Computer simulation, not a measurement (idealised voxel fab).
process module | voxel capacitor over wiring
cross-section cut | 230 nm wide | cells 5 nm
A cross-section is a grid of square cells, given in bands from the top down. A band is one or more rows of cells.
Each band's line starts with the height of the band's top and of its bottom, in nm. Then come its materials from left to right, each with its width in nm. One material with "throughout" fills the band from edge to edge. "air" is empty space.
Height 0 is the level under which the wafer as received is all one material. The lowest band goes on downwards, as in "0 down".
A width such as "30 to 40" changes by the same amount from each row of cells to the next, from the band's top row to its bottom row.
"no change" after a step means that no cell of the cross-section changed.
closed voids: empty space of 8 cells or more with no open way to the top, each as width x height at its distance from the left edge, in nm
after a step's settings: what the simulator itself notes on the step
overlay nm, on a step with a mask: how far to the right of its planned place the mask lay; to the left if negative
plan
1 op RECEIVE | material Si
2 op CONFORMAL_DEP | material SiO2 | thk nm 10
3 op DIRECTIONAL_DEP | material TiN | thk nm 5
4 op DIRECTIONAL_DEP | material W | thk nm 25
5 op DIRECTIONAL_DEP | material aC | thk nm 10
6 op PATTERN | tone cover | mask id METAL_1 | material resist | width nm 30 | pitch nm 85 | thk nm 30 | overlay nm 0
7 op DIRECTIONAL_ETCH | etch materials aC | depth nm 10
8 op STRIP | etch materials resist
9 op DIRECTIONAL_ETCH | etch materials W | depth nm 25
10 op DIRECTIONAL_ETCH | etch materials TiN | depth nm 5
11 op STRIP | etch materials aC
12 op FILL_DEP | material SiO2 | thk nm 5
13 op CMP | height nm 40
14 op CONFORMAL_DEP | material SiCN | thk nm 5
15 op DIRECTIONAL_DEP | material SiO2 | thk nm 20
16 op PATTERN | tone open | mask id PLUG_1 | material resist | width nm 15 | thk nm 20 | overlay nm 0
17 op DIRECTIONAL_ETCH | etch materials SiO2 | depth nm 20
18 op DIRECTIONAL_ETCH | etch materials SiCN | depth nm 5
19 op STRIP | etch materials resist
20 op CONFORMAL_DEP | material TiN | thk nm 5
21 op FILL_DEP | material Ru | thk nm 10
22 op CMP | height nm 65
23 op DIRECTIONAL_DEP | material TiN | thk nm 10
24 op DIRECTIONAL_DEP | material SiN | thk nm 5
25 op DIRECTIONAL_DEP | material TiN | thk nm 10
26 op PATTERN | tone cover | mask id UPPER_PLATE | material resist | width nm 60 | thk nm 20 | overlay nm 0
27 op DIRECTIONAL_ETCH | etch materials TiN | depth nm 10
28 op DIRECTIONAL_ETCH | etch materials SiN | depth nm 5
29 op STRIP | etch materials resist
30 op PATTERN | tone cover | mask id LOWER_PLATE | material resist | width nm 70 | thk nm 15 | overlay nm 0
31 op DIRECTIONAL_ETCH | etch materials TiN | depth nm 10
32 op STRIP | etch materials resist
33 op FILL_DEP | material SiO2 | thk nm 15
34 op CMP | height nm 100
35 op PATTERN | tone open | mask id PLUG_2 | material resist | width nm 15 | thk nm 20 | overlay nm 0
36 op DIRECTIONAL_ETCH | etch materials SiO2 | depth nm 10
37 op STRIP | etch materials resist
38 op CONFORMAL_DEP | material TiN | thk nm 5
39 op FILL_DEP | material W | thk nm 10
40 op CMP | height nm 100
41 op CONFORMAL_DEP | material SiN | thk nm 5
first wafer, as planned
as received, after step 1
  0 down: Si throughout
  closed voids: none
after step 2
  10 to 0: SiO2 throughout
  below 0: unchanged
after step 3
  15 to 10: TiN throughout
  below 10: unchanged
after step 4
  40 to 15: W throughout
  below 15: unchanged
after step 5
  50 to 40: aC throughout
  below 40: unchanged
after step 6
  80 to 50: air 55 | resist 30 | air 55 | resist 30 | air 60
  below 50: unchanged
after step 7
  70 to 50: air 55 | resist 30 | air 55 | resist 30 | air 60
  50 to 40: air 55 | aC 30 | air 55 | aC 30 | air 60
  below 40: unchanged
after step 8
  50 to 40: air 55 | aC 30 | air 55 | aC 30 | air 60
  below 40: unchanged
after step 9
  50 to 40: air 55 | aC 30 | air 55 | aC 30 | air 60
  40 to 15: air 55 | W 30 | air 55 | W 30 | air 60
  below 15: unchanged
after step 10
  50 to 40: air 55 | aC 30 | air 55 | aC 30 | air 60
  40 to 15: air 55 | W 30 | air 55 | W 30 | air 60
  15 to 10: air 55 | TiN 30 | air 55 | TiN 30 | air 60
  below 10: unchanged
after step 11
  40 to 15: air 55 | W 30 | air 55 | W 30 | air 60
  below 15: unchanged
after step 12
  45 to 40: SiO2 throughout
  40 to 15: SiO2 55 | W 30 | SiO2 55 | W 30 | SiO2 60
  15 to 10: SiO2 55 | TiN 30 | SiO2 55 | TiN 30 | SiO2 60
  below 10: unchanged
after step 13
  40 to 15: SiO2 55 | W 30 | SiO2 55 | W 30 | SiO2 60
  below 15: unchanged
after step 14
  45 to 40: SiCN throughout
  below 40: unchanged
after step 15
  65 to 45: SiO2 throughout
  below 45: unchanged
after step 16
  85 to 65: resist 70 | air 15 | resist 145
  below 65: unchanged
after step 17
  85 to 65: resist 70 | air 15 | resist 145
  65 to 45: SiO2 70 | air 15 | SiO2 145
  below 45: unchanged
after step 18
  85 to 65: resist 70 | air 15 | resist 145
  65 to 45: SiO2 70 | air 15 | SiO2 145
  45 to 40: SiCN 70 | air 15 | SiCN 145
  below 40: unchanged
after step 19
  65 to 45: SiO2 70 | air 15 | SiO2 145
  below 45: unchanged
after step 20
  70 to 65: TiN 75 | air 5 | TiN 150
  65 to 45: SiO2 70 | TiN 5 | air 5 | TiN 5 | SiO2 145
  45 to 40: SiCN 70 | TiN 15 | SiCN 145
  below 40: unchanged
after step 21
  80 to 70: Ru throughout
  70 to 65: TiN 75 | Ru 5 | TiN 150
  65 to 45: SiO2 70 | TiN 5 | Ru 5 | TiN 5 | SiO2 145
  below 45: unchanged
after step 22
  65 to 45: SiO2 70 | TiN 5 | Ru 5 | TiN 5 | SiO2 145
  below 45: unchanged
after step 23
  75 to 65: TiN throughout
  below 65: unchanged
after step 24
  80 to 75: SiN throughout
  below 75: unchanged
after step 25
  90 to 80: TiN throughout
  below 80: unchanged
after step 26
  110 to 90: air 70 | resist 60 | air 100
  below 90: unchanged
after step 27
  110 to 90: air 70 | resist 60 | air 100
  90 to 80: air 70 | TiN 60 | air 100
  below 80: unchanged
after step 28
  110 to 90: air 70 | resist 60 | air 100
  90 to 80: air 70 | TiN 60 | air 100
  80 to 75: air 70 | SiN 60 | air 100
  below 75: unchanged
after step 29
  90 to 80: air 70 | TiN 60 | air 100
  below 80: unchanged
after step 30
  105 to 90: air 65 | resist 70 | air 95
  90 to 80: air 65 | resist 5 | TiN 60 | resist 5 | air 95
  80 to 75: air 65 | resist 5 | SiN 60 | resist 5 | air 95
  below 75: unchanged
after step 31
  105 to 90: air 65 | resist 70 | air 95
  90 to 80: air 65 | resist 5 | TiN 60 | resist 5 | air 95
  80 to 75: air 65 | resist 5 | SiN 60 | resist 5 | air 95
  75 to 65: air 65 | TiN 70 | air 95
  below 65: unchanged
after step 32
  90 to 80: air 70 | TiN 60 | air 100
  80 to 75: air 70 | SiN 60 | air 100
  below 75: unchanged
after step 33
  105 to 90: SiO2 throughout
  90 to 80: SiO2 70 | TiN 60 | SiO2 100
  80 to 75: SiO2 70 | SiN 60 | SiO2 100
  75 to 65: SiO2 65 | TiN 70 | SiO2 95
  below 65: unchanged
after step 34
  100 to 90: SiO2 throughout
  below 90: unchanged
after step 35
  120 to 100: resist 80 | air 15 | resist 135
  below 100: unchanged
after step 36
  120 to 100: resist 80 | air 15 | resist 135
  100 to 90: SiO2 80 | air 15 | SiO2 135
  below 90: unchanged
after step 37
  100 to 90: SiO2 80 | air 15 | SiO2 135
  below 90: unchanged
after step 38
  105 to 100: TiN 85 | air 5 | TiN 140
  100 to 95: SiO2 80 | TiN 5 | air 5 | TiN 5 | SiO2 135
  95 to 90: SiO2 80 | TiN 15 | SiO2 135
  below 90: unchanged
after step 39
  115 to 105: W throughout
  105 to 100: TiN 85 | W 5 | TiN 140
  100 to 95: SiO2 80 | TiN 5 | W 5 | TiN 5 | SiO2 135
  below 95: unchanged
after step 40
  100 to 95: SiO2 80 | TiN 5 | W 5 | TiN 5 | SiO2 135
  below 95: unchanged
after step 41
  105 to 100: SiN throughout
  below 100: unchanged
second wafer: like start, like plan, one mistake. Through step 22 it matches the first wafer
when step 23 should have ended
  70 to 65: SiN throughout
  below 65: unchanged
when step 24 should have ended
  80 to 70: TiN throughout
  below 70: unchanged
when step 25 should have ended
  90 to 70: TiN throughout
  below 70: unchanged
when step 26 should have ended
  110 to 90: air 70 | resist 60 | air 100
  below 90: unchanged
when step 27 should have ended
  110 to 90: air 70 | resist 60 | air 100
  90 to 80: air 70 | TiN 60 | air 100
  below 80: unchanged
when step 28 should have ended: no change
when step 29 should have ended
  90 to 80: air 70 | TiN 60 | air 100
  below 80: unchanged
when step 30 should have ended
  105 to 90: air 65 | resist 70 | air 95
  90 to 80: air 65 | resist 5 | TiN 60 | resist 5 | air 95
  below 80: unchanged
when step 31 should have ended
  105 to 90: air 65 | resist 70 | air 95
  90 to 80: air 65 | resist 5 | TiN 60 | resist 5 | air 95
  80 to 70: air 65 | TiN 70 | air 95
  below 70: unchanged
when step 32 should have ended
  90 to 80: air 70 | TiN 60 | air 100
  below 80: unchanged
when step 33 should have ended
  105 to 90: SiO2 throughout
  90 to 80: SiO2 70 | TiN 60 | SiO2 100
  80 to 70: SiO2 65 | TiN 70 | SiO2 95
  below 70: unchanged
when step 34 should have ended
  100 to 90: SiO2 throughout
  below 90: unchanged
when step 35 should have ended
  120 to 100: resist 80 | air 15 | resist 135
  below 100: unchanged
when step 36 should have ended
  120 to 100: resist 80 | air 15 | resist 135
  100 to 90: SiO2 80 | air 15 | SiO2 135
  below 90: unchanged
when step 37 should have ended
  100 to 90: SiO2 80 | air 15 | SiO2 135
  below 90: unchanged
when step 38 should have ended
  105 to 100: TiN 85 | air 5 | TiN 140
  100 to 95: SiO2 80 | TiN 5 | air 5 | TiN 5 | SiO2 135
  95 to 90: SiO2 80 | TiN 15 | SiO2 135
  below 90: unchanged
when step 39 should have ended
  115 to 105: W throughout
  105 to 100: TiN 85 | W 5 | TiN 140
  100 to 95: SiO2 80 | TiN 5 | W 5 | TiN 5 | SiO2 135
  below 95: unchanged
when step 40 should have ended
  100 to 95: SiO2 80 | TiN 5 | W 5 | TiN 5 | SiO2 135
  below 95: unchanged
when step 41 should have ended
  105 to 100: SiN throughout
  below 100: unchanged
what went wrong: steps 23 and 24 were swapped
at the end the second wafer has, in cells: 34 more of SiN | 34 fewer of SiO2
